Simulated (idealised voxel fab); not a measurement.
You're looking at the process module voxel self aligned contacts.
Cross-sectional view cut (width: 260 nm; square cell size: 5 nm).
Square cells in a grid make up a cross-section in this document, and the grid is given as bands, listed from the top down, each one or more rows of cells. This entry defines a band. It first specifies the height of the band's top and the height of its bottom in nm, and then specifies the band's materials from left to right, stating each material with its width in nm. The word "all across" identifies a single material that fills the band from edge to edge, while the word "blank" identifies empty space. A quick word on heights: they are counted from 0, and under that level the wafer as it came to us is one material throughout. The lowest band is different from the rest in having no bottom; it simply continues downward, written as in "0 down". It should be noted that a width expressed as "30 to 40" varies in equal increments from row to row of cells within the band, taking the value of the first number at the top row and that of the second number at the bottom row. A step reported as "all unchanged" is a step in which no cell of the cross-section changed. "Closed void roster" lists enclosed empty spaces (at least 8 cells, no open path upward to the top), each as width x height at distance from the left edge, in nm. Read whatever lies past the settings on a step's line as the simulator's own remark about the step. overlay nm: how far to the right of its planned place the mask lay on this masked step (negative: to the left).
## Intended process steps
1,RECEIVE: material Si
2,CONFORMAL_DEP: material SiO2, thk nm 5
3,DIRECTIONAL_DEP: material polySi, thk nm 25
4,DIRECTIONAL_DEP: material SiN, thk nm 25
5,PATTERN: tone cover, mask id GATE, material resist, width nm 25, pitch nm 70, thk nm 20, overlay nm 0
6,DIRECTIONAL_ETCH: etch materials SiN, depth nm 25
7,DIRECTIONAL_ETCH: etch materials polySi, depth nm 25
8,STRIP: etch materials resist
9,CONFORMAL_DEP: material SiN, thk nm 10
10,DIRECTIONAL_ETCH: etch materials SiN, depth nm 10
11,FILL_DEP: material SiO2, thk nm 20
12,CMP: height nm 65
13,MASKED_ETCH: tone open, mask id CONTACT, width nm 55, etch materials SiO2, depth nm 65, overlay nm 0
14,CONFORMAL_DEP: material TiN, thk nm 5
15,FILL_DEP: material Ru, thk nm 5
16,CMP: height nm 65
17,CONFORMAL_DEP: material SiN, thk nm 5
## As-received state of the wafer in cross-section, equivalent to post-step 1
0 down = Si all across
Closed void roster: none
## Final wafer profile in cross-section after the module, from the same start and plan as above, with one mistake made during processing
70 to 65 = SiN all across
65 to 55 = SiO2 100 / TiN 5 to 20 / polySi 45 to 15 / TiN 5 to 20 / SiO2 105
55 to 30 = SiO2 70 / SiN 45 / TiN 5 / polySi 15 / TiN 5 / SiN 45 / SiO2 75
30 to 5 = SiO2 70 / SiN 10 / polySi 25 / SiN 10 / TiN 5 / polySi 15 / TiN 5 / SiN 10 / polySi 25 / SiN 10 / SiO2 75
5 to 0 = SiO2 115 / TiN 25 / SiO2 120
0 down = Si all across
Closed void roster: none
Want to know what went wrong? step 15 ran as: FILL_DEP: material polySi, thk nm 5
